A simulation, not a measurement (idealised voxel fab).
Title: Process Module voxel capacitor over wiring
Section shown: cut. Width: 160 nm. Cell size: 5 nm, square.
Think of the cross-section as a grid of square cells. We describe it in bands, top to bottom, and each band covers one or more rows of those cells.
A band entry consists of two parts. The first gives the height of the band's top and the height of its bottom, in nm. The rest lists the band's materials from left to right, each with its width in nm. A single material labelled with the word "full width" fills the band from edge to edge, and the word "air" marks empty space.
It should be noted that heights are counted from 0, beneath which the wafer as supplied is of one material throughout, and that the lowest band possesses no lower boundary but continues downward, as written in "0 nm and below".
The expression "30->40" gives the width at the extremes of the band, the first number at its top row of cells and the second at its bottom row, with the width changing by equal amounts from each row to the next in between.
Step note "identical to before" = no cross-section cell changed.
"Closed voids list" lists enclosed empty spaces (at least 8 cells, no open path upward to the top), each as width x height at distance from the left edge, in nm.
On each step's line, the part that comes after the settings is the simulator's own comment on the step.
What "overlay nm" on a step's line means: if the step has a mask, that mask lay this far to the right of its planned place, or, when the value is negative, to the left.

## This section lists the process steps that were planned
1 RECEIVE with material Si
2 CONFORMAL_DEP with material SiO2, thk nm 15
3 CONFORMAL_DEP with material SiCN, thk nm 5
4 DIRECTIONAL_DEP with material SiO2, thk nm 20
5 DIRECTIONAL_DEP with material aC, thk nm 15
6 PATTERN with tone open, mask id METAL_1, material resist, width nm 20, pitch nm 70, thk nm 35, overlay nm 0
7 DIRECTIONAL_ETCH with etch materials aC, depth nm 15
8 STRIP with etch materials resist
9 DIRECTIONAL_ETCH with etch materials SiO2, depth nm 20
10 DIRECTIONAL_ETCH with etch materials SiCN, depth nm 5
11 STRIP with etch materials aC
12 CONFORMAL_DEP with material TiN, thk nm 5
13 FILL_DEP with material Cu, thk nm 5
14 CMP with height nm 40
15 EPI with material Ru, thk nm 5
16 FILL_DEP with material SiCN, thk nm 5
17 DIRECTIONAL_DEP with material lowk, thk nm 10
18 PATTERN with tone open, mask id PLUG_1, material resist, width nm 15, thk nm 20, overlay nm 0
19 DIRECTIONAL_ETCH with etch materials lowk, depth nm 10
20 DIRECTIONAL_ETCH with etch materials SiCN, depth nm 5
21 STRIP with etch materials resist
22 CONFORMAL_DEP with material TiN, thk nm 5
23 FILL_DEP with material W, thk nm 5
24 CMP with height nm 60
25 DIRECTIONAL_DEP with material TiN, thk nm 5
26 DIRECTIONAL_DEP with material SiN, thk nm 5
27 DIRECTIONAL_DEP with material TiN, thk nm 10
28 DIRECTIONAL_DEP with material aC, thk nm 15
29 PATTERN with tone cover, mask id UPPER_PLATE, material resist, width nm 55, thk nm 35, overlay nm 0
30 DIRECTIONAL_ETCH with etch materials aC, depth nm 15
31 STRIP with etch materials resist
32 DIRECTIONAL_ETCH with etch materials TiN, depth nm 10
33 DIRECTIONAL_ETCH with etch materials SiN, depth nm 5
34 STRIP with etch materials aC
35 PATTERN with tone cover, mask id LOWER_PLATE, material resist, width nm 65, thk nm 20, overlay nm 0
36 DIRECTIONAL_ETCH with etch materials TiN, depth nm 5
37 STRIP with etch materials resist
38 FILL_DEP with material SiO2, thk nm 15
39 CMP with height nm 90
40 MASKED_ETCH with tone open, mask id PLUG_2, width nm 15, etch materials SiO2, depth nm 10, overlay nm -15
41 CONFORMAL_DEP with material TiN, thk nm 5
42 FILL_DEP with material Cu, thk nm 10
43 CMP with height nm 90
44 CONFORMAL_DEP with material SiN, thk nm 5
All wafers enter the flow in the same state. The overlay nm at step 40 differs from wafer to wafer, and the plan gives the value for the first wafer.

## Cross-sectional view of the first of several wafers in the as-received condition, corresponding to the state following step 1
  0 nm and below: Si full width
  Closed voids list: none

## Each row below is a wafer at the end of the module, listing for every material the number of cells it has gained (+) or lost (-) since it was received, followed by its closed voids
overlay nm -15; +17 Cu; +12 Ru; +73 SiCN; +43 SiN; +332 SiO2; +71 TiN; +2 W; +58 lowk; Closed voids list: none
overlay nm -10; +17 Cu; +12 Ru; +73 SiCN; +43 SiN; +332 SiO2; +71 TiN; +2 W; +58 lowk; Closed voids list: none
overlay nm -5; +17 Cu; +12 Ru; +73 SiCN; +43 SiN; +332 SiO2; +71 TiN; +2 W; +58 lowk; Closed voids list: none
overlay nm 0; +17 Cu; +12 Ru; +73 SiCN; +43 SiN; +332 SiO2; +71 TiN; +2 W; +58 lowk; Closed voids list: none
overlay nm 5; +17 Cu; +12 Ru; +73 SiCN; +43 SiN; +332 SiO2; +71 TiN; +2 W; +58 lowk; Closed voids list: none
overlay nm 10; +17 Cu; +12 Ru; +73 SiCN; +43 SiN; +332 SiO2; +71 TiN; +2 W; +58 lowk; Closed voids list: none
overlay nm 15; +17 Cu; +12 Ru; +73 SiCN; +43 SiN; +332 SiO2; +71 TiN; +2 W; +58 lowk; Closed voids list: none
